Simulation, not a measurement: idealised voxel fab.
The document below concerns the process module designated voxel wiring stack.
The cross-section shown here is cut; it is 195 nm wide and divided into square cells measuring 5 nm on a side.
A cross-section is a grid of square cells, given in bands from the top down. A band is one or more rows of cells. Within each band entry, the heights of the top and of the bottom of the band appear first, in that order and in nm; the materials of the band then follow from left to right, each with its corresponding width in nm. The designation "all across" on a single material indicates that it fills the band from edge to edge; the designation "empty" indicates empty space. We count height from 0. Below that, the starting wafer is all one material. The lowest band never ends at the bottom but goes on down; see "0 down" for how that is written. A two-number width, for instance "30..40", indicates that the width is equal to the first number in the top row of the band and to the second number in the bottom row, and that it changes by a constant amount per row of cells. Key: "identical to before" - step with no changed cell in the cross-section. "Sealed internal cavities" lists enclosed empty spaces (at least 8 cells, no open path upward to the top), each as width x height at distance from the left edge, in nm. Post-settings text on a step line: simulator's own remark regarding the step. A step line may carry the setting "overlay nm", which, for steps involving a mask, states the distance by which the mask lay to the right of its intended position; negative values denote displacement to the left.

**Steps planned for the process**
1 RECEIVE,material Si
2 CONFORMAL_DEP,material SiO2,thk nm 15
3 CONFORMAL_DEP,material SiN,thk nm 5
4 DIRECTIONAL_DEP,material lowk,thk nm 25
5 PATTERN,tone open,mask id METAL_1,material resist,width nm 25,pitch nm 45,thk nm 20,overlay nm 0
6 DIRECTIONAL_ETCH,etch materials lowk,depth nm 25
7 DIRECTIONAL_ETCH,etch materials SiN,depth nm 5
8 STRIP,etch materials resist
9 CONFORMAL_DEP,material TiN,thk nm 5
10 FILL_DEP,material Cu,thk nm 5
11 CMP,height nm 45
12 CONFORMAL_DEP,material SiCN,thk nm 5
13 DIRECTIONAL_DEP,material SiO2,thk nm 10
14 MASKED_ETCH,tone open,mask id PLUG_1,width nm 15,pitch nm 90,etch materials SiO2,depth nm 10,overlay nm 0
15 MASKED_ETCH,tone open,mask id PLUG_1,width nm 15,pitch nm 90,etch materials SiCN,depth nm 5,overlay nm 0
16 EPI,material Ru,thk nm 10
17 EPI,material Ru,thk nm 5
18 CONFORMAL_DEP,material SiN,thk nm 5
19 DIRECTIONAL_DEP,material lowk,thk nm 15
20 PATTERN,tone open,mask id METAL_2,material resist,width nm 25,pitch nm 45,thk nm 15,overlay nm 0
21 DIRECTIONAL_ETCH,etch materials lowk,depth nm 15
22 DIRECTIONAL_ETCH,etch materials SiN,depth nm 5
23 STRIP,etch materials resist
24 CONFORMAL_DEP,material TiN,thk nm 5
25 FILL_DEP,material Cu,thk nm 5
26 CMP,height nm 80
27 CONFORMAL_DEP,material SiCN,thk nm 5

**Cross-section of the wafer upon arrival, representing the state reached after step 1**
> 0 down = Si all across
> Sealed internal cavities: none

**First of two wafers: cross-section at end of module, run per plan**
> 85 to 80 = SiCN all across
> 80 to 65 = lowk 15, then TiN 5, then Cu 15, then TiN 5, then lowk 20, then TiN 5, then Cu 15, then TiN 5, then lowk 20, then TiN 5, then Cu 15, then TiN 5, then lowk 20, then TiN 5, then Cu 15, then TiN 5, then lowk 20
> 65 to 60 = SiN 15, then TiN 25, then SiN 20, then TiN 25, then SiN 20, then TiN 25, then SiN 20, then TiN 25, then SiN 20
> 60 to 50 = SiO2 15, then Ru 15, then SiO2 75, then Ru 15, then SiO2 75
> 50 to 45 = SiCN 15, then Ru 15, then SiCN 75, then Ru 15, then SiCN 75
> 45 to 20 = lowk 15, then TiN 5, then Cu 15, then TiN 5, then lowk 20, then TiN 5, then Cu 15, then TiN 5, then lowk 20, then TiN 5, then Cu 15, then TiN 5, then lowk 20, then TiN 5, then Cu 15, then TiN 5, then lowk 20
> 20 to 15 = SiN 15, then TiN 25, then SiN 20, then TiN 25, then SiN 20, then TiN 25, then SiN 20, then TiN 25, then SiN 20
> 15 to 0 = SiO2 all across
> 0 down = Si all across
> Sealed internal cavities: none

**Here is the second of the two wafers cut open at the end of the module - same start, same plan as the first one, but we made one mistake running it**
> 85 to 80 = SiCN all across
> 80 to 75 = Cu 5, then TiN 5, then lowk 5, then TiN 5, then Cu 75, then TiN 5, then lowk 5, then TiN 5, then Cu 85
> 75 to 70 = TiN 10, then lowk 5, then TiN 5, then Cu 15, then TiN 30, then Cu 15, then TiN 20, then lowk 5, then TiN 5, then Cu 15, then TiN 30, then Cu 15, then TiN 25
> 70 to 65 = lowk 15, then TiN 5, then Cu 15, then TiN 5, then lowk 20, then TiN 5, then Cu 15, then TiN 5, then lowk 20, then TiN 5, then Cu 15, then TiN 5, then lowk 20, then TiN 5, then Cu 15, then TiN 5, then lowk 20
> 65 to 60 = lowk 10, then SiN 5, then TiN 25, then lowk 20, then TiN 5, then Cu 15, then TiN 5, then lowk 15, then SiN 5, then TiN 25, then lowk 20, then TiN 5, then Cu 15, then TiN 5, then lowk 20
> 60 to 55 = lowk 10, then SiN 5, then SiO2 15, then SiN 5, then TiN 5, then lowk 20, then TiN 5, then Cu 15, then TiN 5, then lowk 15, then SiN 5, then SiO2 15, then SiN 5, then TiN 5, then lowk 20, then TiN 5, then Cu 15, then TiN 5, then lowk 20
> 55 to 50 = SiN 15, then SiO2 15, then SiN 5, then TiN 5, then SiN 20, then TiN 25, then SiN 20, then SiO2 15, then SiN 5, then TiN 5, then SiN 20, then TiN 25, then SiN 20
> 50 to 45 = SiCN all across
> 45 to 20 = lowk 15, then TiN 5, then Cu 15, then TiN 5, then lowk 20, then TiN 5, then Cu 15, then TiN 5, then lowk 20, then TiN 5, then Cu 15, then TiN 5, then lowk 20, then TiN 5, then Cu 15, then TiN 5, then lowk 20
> 20 to 15 = SiN 15, then TiN 25, then SiN 20, then TiN 25, then SiN 20, then TiN 25, then SiN 20, then TiN 25, then SiN 20
> 15 to 0 = SiO2 all across
> 0 down = Si all across
> Sealed internal cavities: none
Diagnosis: rather than as planned, step 14 actually ran as MASKED_ETCH,tone cover,mask id PLUG_1,width nm 15,pitch nm 90,etch materials SiO2,depth nm 10,overlay nm 0
Bottom line after processing is that, in cells, the second wafer is up or down on some materials versus the first: Cu +33, Ru -18, SiCN +6, SiN +8, SiO2 -54, TiN +25
